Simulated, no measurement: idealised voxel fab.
Process module in this document: voxel trench capacitor
cross-section cut | 255 nm wide | cells 5 nm
Cross-section layout: square cells on a grid; listed as bands, top to bottom; a band spans one or more cell rows.
Basically the band line says how high the top is and how high the bottom is, in nm, and then what's in it from left to right, every material with its width in nm. Empty space shows up as "air", and if a single material carries "full width" it runs the full band edge to edge.
All heights in this document are referenced to 0, defined as the level beneath which the wafer, as received, consists entirely of one material. The lowest band is not bounded below; it extends indefinitely downward and is written in the form "top 0, no bottom".
Read "30..40" as a graded width: first number on top, second number at the bottom, same change between each pair of neighbouring rows.
Reading "remained unchanged" for a step: not a cell of the cross-section changed in it.
So "Trapped void list" is basically the list of trapped voids: any empty space of 8 cells or more that can't reach the top through an opening. They're written width x height at distance, the distance being from the left edge, and it's all nm.
Formally, on a step line, whatever follows the settings is a remark that the simulator itself makes on the step.
The line of a step may include "overlay nm". On a step with a mask, this value is how far to the right of its planned place the mask lay. A negative value means the mask lay to the left.
[The planned process steps are enumerated hereunder]
| 1 | RECEIVE (material Si) |
| 2 | CONFORMAL_DEP (material SiN; thk nm 5) |
| 3 | DIRECTIONAL_DEP (material aC; thk nm 15) |
| 4 | PATTERN (tone open; mask id TRENCH; material resist; width nm 20; pitch nm 45; thk nm 30; overlay nm 0) |
| 5 | DIRECTIONAL_ETCH (etch materials aC; depth nm 15) |
| 6 | STRIP (etch materials resist) |
| 7 | DIRECTIONAL_ETCH (etch materials SiN; depth nm 5) |
| 8 | DIRECTIONAL_ETCH (etch materials Si; depth nm 30) |
| 9 | STRIP (etch materials aC) |
| 10 | CONFORMAL_DEP (material Al2O3; thk nm 5) |
| 11 | FILL_DEP (material polySi; thk nm 5) |
| 12 | CMP (height nm 5) |
[First of two wafers, with the run carried out as planned]
[Wafer cross-section on receipt, i.e. after step 1]
    top 0, no bottom  Si full width
    Trapped void list: none
[The wafer in cross-section once step 2 is complete]
    top 5, bottom 0  SiN full width
    Rest of section, below 0: as before.
[The wafer in cross-section once step 3 is complete]
    top 20, bottom 5  aC full width
    Rest of section, below 5: as before.
[The wafer in cross-section once step 4 is complete]
    top 50, bottom 20  resist 95 nm, air 20 nm, resist 25 nm, air 20 nm, resist 95 nm
    Rest of section, below 20: as before.
[The wafer in cross-section once step 5 is complete]
    top 35, bottom 20  resist 95 nm, air 20 nm, resist 25 nm, air 20 nm, resist 95 nm
    top 20, bottom 5  aC 95 nm, air 20 nm, aC 25 nm, air 20 nm, aC 95 nm
    Rest of section, below 5: as before.
[The wafer in cross-section once step 6 is complete]
    top 20, bottom 5  aC 95 nm, air 20 nm, aC 25 nm, air 20 nm, aC 95 nm
    Rest of section, below 5: as before.
[The wafer in cross-section once step 7 is complete]
    top 20, bottom 5  aC 95 nm, air 20 nm, aC 25 nm, air 20 nm, aC 95 nm
    top 5, bottom 0  SiN 95 nm, air 20 nm, SiN 25 nm, air 20 nm, SiN 95 nm
    Rest of section, below 0: as before.
[The wafer in cross-section once step 8 is complete]
    top 20, bottom 5  aC 95 nm, air 20 nm, aC 25 nm, air 20 nm, aC 95 nm
    top 5, bottom 0  SiN 95 nm, air 20 nm, SiN 25 nm, air 20 nm, SiN 95 nm
    top 0, bottom -30  Si 95 nm, air 20 nm, Si 25 nm, air 20 nm, Si 95 nm
    Rest of section, below -30: as before.
[The wafer in cross-section once step 9 is complete]
    top 5, bottom 0  SiN 95 nm, air 20 nm, SiN 25 nm, air 20 nm, SiN 95 nm
    Rest of section, below 0: as before.
[The wafer in cross-section once step 10 is complete]
    top 10, bottom 5  Al2O3 100 nm, air 10 nm, Al2O3 35 nm, air 10 nm, Al2O3 100 nm
    top 5, bottom 0  SiN 95 nm, Al2O3 5 nm, air 10 nm, Al2O3 5 nm, SiN 25 nm, Al2O3 5 nm, air 10 nm, Al2O3 5 nm, SiN 95 nm
    top 0, bottom -25  Si 95 nm, Al2O3 5 nm, air 10 nm, Al2O3 5 nm, Si 25 nm, Al2O3 5 nm, air 10 nm, Al2O3 5 nm, Si 95 nm
    top -25, bottom -30  Si 95 nm, Al2O3 20 nm, Si 25 nm, Al2O3 20 nm, Si 95 nm
    Rest of section, below -30: as before.
[The wafer in cross-section once step 11 is complete]
    top 15, bottom 10  polySi full width
    top 10, bottom 5  Al2O3 100 nm, polySi 10 nm, Al2O3 35 nm, polySi 10 nm, Al2O3 100 nm
    top 5, bottom 0  SiN 95 nm, Al2O3 5 nm, polySi 10 nm, Al2O3 5 nm, SiN 25 nm, Al2O3 5 nm, polySi 10 nm, Al2O3 5 nm, SiN 95 nm
    top 0, bottom -25  Si 95 nm, Al2O3 5 nm, polySi 10 nm, Al2O3 5 nm, Si 25 nm, Al2O3 5 nm, polySi 10 nm, Al2O3 5 nm, Si 95 nm
    Rest of section, below -25: as before.
[The wafer in cross-section once step 12 is complete]
    top 5, bottom 0  SiN 95 nm, Al2O3 5 nm, polySi 10 nm, Al2O3 5 nm, SiN 25 nm, Al2O3 5 nm, polySi 10 nm, Al2O3 5 nm, SiN 95 nm
    Rest of section, below 0: as before.
[Second wafer: same start and same plan as the first, one execution error; identical to the first through step 3]
[Here is the second wafer in cross-section at the point where step 4 of the plan should have been done]
    top 50, bottom 20  resist 105 nm, air 20 nm, resist 25 nm, air 20 nm, resist 85 nm
    Rest of section, below 20: as before.
[Here is the second wafer in cross-section at the point where step 5 of the plan should have been done]
    top 35, bottom 20  resist 105 nm, air 20 nm, resist 25 nm, air 20 nm, resist 85 nm
    top 20, bottom 5  aC 105 nm, air 20 nm, aC 25 nm, air 20 nm, aC 85 nm
    Rest of section, below 5: as before.
[Here is the second wafer in cross-section at the point where step 6 of the plan should have been done]
    top 20, bottom 5  aC 105 nm, air 20 nm, aC 25 nm, air 20 nm, aC 85 nm
    Rest of section, below 5: as before.
[Here is the second wafer in cross-section at the point where step 7 of the plan should have been done]
    top 20, bottom 5  aC 105 nm, air 20 nm, aC 25 nm, air 20 nm, aC 85 nm
    top 5, bottom 0  SiN 105 nm, air 20 nm, SiN 25 nm, air 20 nm, SiN 85 nm
    Rest of section, below 0: as before.
[Here is the second wafer in cross-section at the point where step 8 of the plan should have been done]
    top 20, bottom 5  aC 105 nm, air 20 nm, aC 25 nm, air 20 nm, aC 85 nm
    top 5, bottom 0  SiN 105 nm, air 20 nm, SiN 25 nm, air 20 nm, SiN 85 nm
    top 0, bottom -30  Si 105 nm, air 20 nm, Si 25 nm, air 20 nm, Si 85 nm
    Rest of section, below -30: as before.
[Here is the second wafer in cross-section at the point where step 9 of the plan should have been done]
    top 5, bottom 0  SiN 105 nm, air 20 nm, SiN 25 nm, air 20 nm, SiN 85 nm
    Rest of section, below 0: as before.
[Here is the second wafer in cross-section at the point where step 10 of the plan should have been done]
    top 10, bottom 5  Al2O3 110 nm, air 10 nm, Al2O3 35 nm, air 10 nm, Al2O3 90 nm
    top 5, bottom 0  SiN 105 nm, Al2O3 5 nm, air 10 nm, Al2O3 5 nm, SiN 25 nm, Al2O3 5 nm, air 10 nm, Al2O3 5 nm, SiN 85 nm
    top 0, bottom -25  Si 105 nm, Al2O3 5 nm, air 10 nm, Al2O3 5 nm, Si 25 nm, Al2O3 5 nm, air 10 nm, Al2O3 5 nm, Si 85 nm
    top -25, bottom -30  Si 105 nm, Al2O3 20 nm, Si 25 nm, Al2O3 20 nm, Si 85 nm
    Rest of section, below -30: as before.
[Here is the second wafer in cross-section at the point where step 11 of the plan should have been done]
    top 15, bottom 10  polySi full width
    top 10, bottom 5  Al2O3 110 nm, polySi 10 nm, Al2O3 35 nm, polySi 10 nm, Al2O3 90 nm
    top 5, bottom 0  SiN 105 nm, Al2O3 5 nm, polySi 10 nm, Al2O3 5 nm, SiN 25 nm, Al2O3 5 nm, polySi 10 nm, Al2O3 5 nm, SiN 85 nm
    top 0, bottom -25  Si 105 nm, Al2O3 5 nm, polySi 10 nm, Al2O3 5 nm, Si 25 nm, Al2O3 5 nm, polySi 10 nm, Al2O3 5 nm, Si 85 nm
    Rest of section, below -25: as before.
[Here is the second wafer in cross-section at the point where step 12 of the plan should have been done]
    top 5, bottom 0  SiN 105 nm, Al2O3 5 nm, polySi 10 nm, Al2O3 5 nm, SiN 25 nm, Al2O3 5 nm, polySi 10 nm, Al2O3 5 nm, SiN 85 nm
    Rest of section, below 0: as before.
Diagnosis: step 4 changed vs plan, executed as PATTERN (tone open; mask id TRENCH; material resist; width nm 20; pitch nm 45; thk nm 30; overlay nm 10)
Tallied in cells, the final second wafer holds each material in the same quantity as the first, although not at the same places.
